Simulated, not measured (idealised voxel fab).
process module | voxel transistor to metal
cross-section cut | 190 nm wide | cells 5 nm
A cross-section is a grid of square cells, given in bands from the top down. A band is one or more rows of cells.
Each band's line starts with the height of the band's top and of its bottom, in nm. Then come its materials from left to right, each with its width in nm. One material with "throughout" fills the band from edge to edge. "air" is empty space.
Height 0 is the level under which the wafer as received is all one material. The lowest band goes on downwards, as in "0 down".
A width such as "30 to 40" changes by the same amount from each row of cells to the next, from the band's top row to its bottom row.
"no change" after a step means that no cell of the cross-section changed.
closed voids: empty space of 8 cells or more with no open way to the top, each as width x height at its distance from the left edge, in nm
after a step's settings: what the simulator itself notes on the step
overlay nm, on a step with a mask: how far to the right of its planned place the mask lay; to the left if negative
plan
1 op RECEIVE | material Si
2 op OXIDIZE | depth nm 5
3 op CONFORMAL_DEP | material SiN | thk nm 15
4 op PATTERN | tone cover | mask id ACTIVE | material resist | width nm 115 | thk nm 20 | overlay nm 0
5 op DIRECTIONAL_ETCH | etch materials SiN | depth nm 15
6 op DIRECTIONAL_ETCH | etch materials SiO2 | depth nm 5
7 op DIRECTIONAL_ETCH | etch materials Si | depth nm 30
8 op STRIP | etch materials resist
9 op OXIDIZE | depth nm 5
10 op FILL_DEP | material SiO2 | thk nm 15
11 op CMP | height nm 15
12 op SELECTIVE_ETCH | etch materials SiO2 | depth nm 15
13 op STRIP | etch materials SiN
14 op SELECTIVE_ETCH | etch materials SiO2 | depth nm 5
15 op OXIDIZE | depth nm 5
16 op DIRECTIONAL_DEP | material polySi | thk nm 20
17 op DIRECTIONAL_DEP | material SiCN | thk nm 15
18 op DIRECTIONAL_DEP | material aC | thk nm 15
19 op PATTERN | tone cover | mask id GATE | material resist | width nm 35 | thk nm 35 | overlay nm 0
20 op DIRECTIONAL_ETCH | etch materials aC | depth nm 15
21 op STRIP | etch materials resist
22 op DIRECTIONAL_ETCH | etch materials SiCN | depth nm 25
23 op DIRECTIONAL_ETCH | etch materials polySi | depth nm 30
24 op STRIP | etch materials aC
25 op CONFORMAL_DEP | material SiN | thk nm 10
26 op DIRECTIONAL_ETCH | etch materials SiN | depth nm 10
27 op DIRECTIONAL_ETCH | etch materials SiO2 | depth nm 5
28 op DIRECTIONAL_ETCH | etch materials Si | depth nm 15
29 op EPI | material SiGe | thk nm 15
30 op FILL_DEP | material SiO2 | thk nm 5
31 op CMP | height nm 15
32 op STRIP | etch materials polySi
33 op SELECTIVE_ETCH | etch materials SiO2 | depth nm 5
34 op CONFORMAL_DEP | material HfO2 | thk nm 5
35 op CONFORMAL_DEP | material TiN | thk nm 5
36 op FILL_DEP | material W | thk nm 10
37 op CMP | height nm 10
38 op DIRECTIONAL_DEP | material SiO2 | thk nm 10
39 op DIRECTIONAL_DEP | material aC | thk nm 15
40 op PATTERN | tone open | mask id CONTACT | material resist | width nm 15 | pitch nm 80 | thk nm 30 | overlay nm 0
41 op DIRECTIONAL_ETCH | etch materials aC | depth nm 15
42 op STRIP | etch materials resist
43 op DIRECTIONAL_ETCH | etch materials SiO2 | depth nm 30
44 op STRIP | etch materials aC
45 op CONFORMAL_DEP | material TiN | thk nm 5
46 op FILL_DEP | material Ru | thk nm 5
47 op CMP | height nm 20
48 op CONFORMAL_DEP | material SiCN | thk nm 5
49 op DIRECTIONAL_DEP | material SiO2 | thk nm 25
50 op MASKED_ETCH | tone open | mask id METAL_1 | width nm 15 | pitch nm 80 | etch materials SiO2 | depth nm 25 | overlay nm 0
51 op MASKED_ETCH | tone open | mask id METAL_1 | width nm 15 | pitch nm 80 | etch materials SiCN | depth nm 5 | overlay nm 0
52 op CONFORMAL_DEP | material TiN | thk nm 5
53 op FILL_DEP | material Cu | thk nm 10
54 op CMP | height nm 50
55 op CONFORMAL_DEP | material SiCN | thk nm 5
as received, after step 1
  0 down: Si throughout
  closed voids: none
first wafer at the end, as planned
  55 to 50: SiCN throughout
  50 to 25: SiO2 45 | TiN 5 | Cu 5 | TiN 5 | SiO2 65 | TiN 5 | Cu 5 | TiN 5 | SiO2 50
  25 to 20: SiCN 45 | TiN 15 | SiCN 65 | TiN 15 | SiCN 50
  20 to 10: SiO2 45 | TiN 5 | Ru 5 | TiN 5 | SiO2 65 | TiN 5 | Ru 5 | TiN 5 | SiO2 50
  10 to 5: SiO2 45 | TiN 15 | SiO2 5 | SiN 10 | HfO2 5 | TiN 5 | W 15 | TiN 5 | HfO2 5 | SiN 10 | SiO2 5 | TiN 15 | SiO2 50
  5 to 0: SiO2 45 | TiN 5 | SiGe 15 | SiN 10 | HfO2 5 | TiN 5 | W 15 | TiN 5 | HfO2 5 | SiN 10 | SiGe 15 | TiN 5 | SiO2 50
  0 to -5: SiO2 45 | TiN 5 | SiGe 15 | SiN 10 | HfO2 5 | TiN 25 | HfO2 5 | SiN 10 | SiGe 15 | TiN 5 | SiO2 50
  -5 to -10: SiO2 45 | TiN 5 | SiGe 15 | SiO2 5 | HfO2 45 | SiO2 5 | SiGe 15 | TiN 5 | SiO2 50
  -10 to -25: SiO2 40 | SiGe 25 | Si 55 | SiGe 25 | SiO2 45
  -25 to -40: SiO2 40 | Si 105 | SiO2 45
  -40 down: Si throughout
  closed voids: none
second wafer at the end: like start, like plan, one mistake
  55 to 50: SiCN throughout
  50 to 25: SiO2 45 | TiN 5 | Cu 5 | TiN 5 | SiO2 65 | TiN 5 | Cu 5 | TiN 5 | SiO2 50
  25 to 20: SiCN 45 | TiN 15 | SiCN 65 | TiN 15 | SiCN 50
  20 to 15: SiO2 45 | TiN 5 | Ru 5 | TiN 5 | SiO2 65 | TiN 5 | Ru 5 | TiN 5 | SiO2 50
  15 to 10: SiO2 45 | TiN 15 | SiO2 65 | TiN 15 | SiO2 50
  10 to 5: W 65 | TiN 5 | HfO2 5 | SiN 10 | SiO2 15 | SiN 10 | HfO2 5 | TiN 5 | W 70
  5 to 0: W 65 | TiN 5 | HfO2 5 | SiN 10 | SiGe 15 | SiN 10 | HfO2 5 | TiN 5 | W 70
  0 to -5: TiN 70 | HfO2 5 | SiN 10 | SiGe 15 | SiN 10 | HfO2 5 | TiN 75
  -5 to -10: HfO2 80 | SiO2 5 | SiGe 15 | SiO2 5 | HfO2 85
  -10 to -25: SiO2 40 | Si 45 | SiGe 15 | Si 45 | SiO2 45
  -25 to -40: SiO2 40 | Si 105 | SiO2 45
  -40 down: Si throughout
  closed voids: none
what went wrong: step 19 ran as: op PATTERN | tone open | mask id GATE | material resist | width nm 35 | thk nm 35 | overlay nm 0
at the end the second wafer has, in cells: 24 more of HfO2 | 2 fewer of Ru | 21 more of Si | 30 fewer of SiGe | 75 fewer of SiO2 | 14 more of TiN | 48 more of W
